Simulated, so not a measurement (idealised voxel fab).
Proc. module: voxel self aligned contacts
Cross-section cut spans 145 nm and uses square cells 5 nm in size.
Square cells in a grid make up a cross-section in this document, and the grid is given as bands, listed from the top down, each one or more rows of cells. Heads up on the band format: heights come first, top then bottom, in nm. After that it's the materials left to right, each with its width in nm. A single material flagged "edge to edge" fills the whole band edge to edge, and "empty" means there's empty space there. Convention: height 0 is the level below which the wafer, as received, is all one material. The lowest band does not terminate at the bottom but continues downward, represented as "0..down". Read "30->40" as a graded width: first number on top, second number at the bottom, same change between each pair of neighbouring rows. For the purposes of this document, the phrase "no alterations made" attached to a step denotes that no cell within the cross-section was modified by that step. Each empty space that has no open way to the top and spans at least 8 cells appears under "Fully enclosed voids" as width x height at distance, the distance counted from the left edge, all in nm. On a step's line, text after the settings is the simulator commenting on that step. overlay nm: how far to the right of its planned place the mask lay on this masked step (negative: to the left).

Process steps - plan:
1. RECEIVE with material Si
2. OXIDIZE with depth nm 5
3. DIRECTIONAL_DEP with material polySi, thk nm 30
4. DIRECTIONAL_DEP with material SiN, thk nm 20
5. PATTERN with tone cover, mask id GATE, material resist, width nm 30, pitch nm 75, thk nm 15, overlay nm 0
6. DIRECTIONAL_ETCH with etch materials SiN, depth nm 20
7. DIRECTIONAL_ETCH with etch materials polySi, depth nm 20
8. STRIP with etch materials resist
9. CONFORMAL_DEP with material SiN, thk nm 10
10. DIRECTIONAL_ETCH with etch materials SiN, depth nm 10
11. FILL_DEP with material SiO2, thk nm 15
12. CMP with height nm 55
13. MASKED_ETCH with tone open, mask id CONTACT, width nm 55, etch materials SiO2, depth nm 60, overlay nm 0
14. CONFORMAL_DEP with material TiN, thk nm 5
15. FILL_DEP with material Ru, thk nm 10
16. CMP with height nm 55
17. CONFORMAL_DEP with material SiN, thk nm 5
Keep in mind the plan's value for the depth nm of step 7 comes from the first wafer; the wafers don't share that setting, but they do share the same starting point.

So this is the first of several wafers, cross-sectioned as it came to us, meaning it's at the end of step 1:
> 0..down: Si edge to edge
> Fully enclosed voids: none

Wafer cross-section (first of several) - module end, post step 17 (last step):
> 60..55: SiN edge to edge
> 55..50: SiO2 45  TiN 20  Ru 15  TiN 20  SiO2 45
> 50..30: SiO2 10  SiN 50  TiN 5  Ru 15  TiN 5  SiN 50  SiO2 10
> 30..15: SiO2 10  SiN 10  polySi 30  SiN 10  TiN 5  Ru 15  TiN 5  SiN 10  polySi 30  SiN 10  SiO2 10
> 15..10: SiO2 10  SiN 10  polySi 30  SiN 10  TiN 25  SiN 10  polySi 30  SiN 10  SiO2 10
> 10..0: polySi edge to edge
> 0..-5: SiO2 edge to edge
> -5..down: Si edge to edge
> Fully enclosed voids: none

Wafer cross-section (last wafer, module end):
> 60..55: SiN edge to edge
> 55..50: SiO2 45  TiN 20  Ru 15  TiN 20  SiO2 45
> 50..30: SiO2 10  SiN 50  TiN 5  Ru 15  TiN 5  SiN 50  SiO2 10
> 30..0: SiO2 10  SiN 10  polySi 30  SiN 10  TiN 5  Ru 15  TiN 5  SiN 10  polySi 30  SiN 10  SiO2 10
> 0..-5: SiO2 60  TiN 25  SiO2 60
> -5..down: Si edge to edge
> Fully enclosed voids: none

Per wafer (row), end of module: delta in cells per material since receipt, (+) for gained, (-) for lost; closed voids after that:
depth nm 20, +24 Ru, -29 Si, +141 SiN, +79 SiO2, +27 TiN, +106 polySi, Fully enclosed voids: none
depth nm 25, +27 Ru, -29 Si, +149 SiN, +83 SiO2, +29 TiN, +89 polySi, Fully enclosed voids: none
depth nm 30, +33 Ru, -29 Si, +157 SiN, +82 SiO2, +33 TiN, +72 polySi, Fully enclosed voids: none
depth nm 35, +33 Ru, -29 Si, +157 SiN, +82 SiO2, +33 TiN, +72 polySi, Fully enclosed voids: none
depth nm 40, +33 Ru, -29 Si, +157 SiN, +82 SiO2, +33 TiN, +72 polySi, Fully enclosed voids: none
depth nm 45, +33 Ru, -29 Si, +157 SiN, +82 SiO2, +33 TiN, +72 polySi, Fully enclosed voids: none
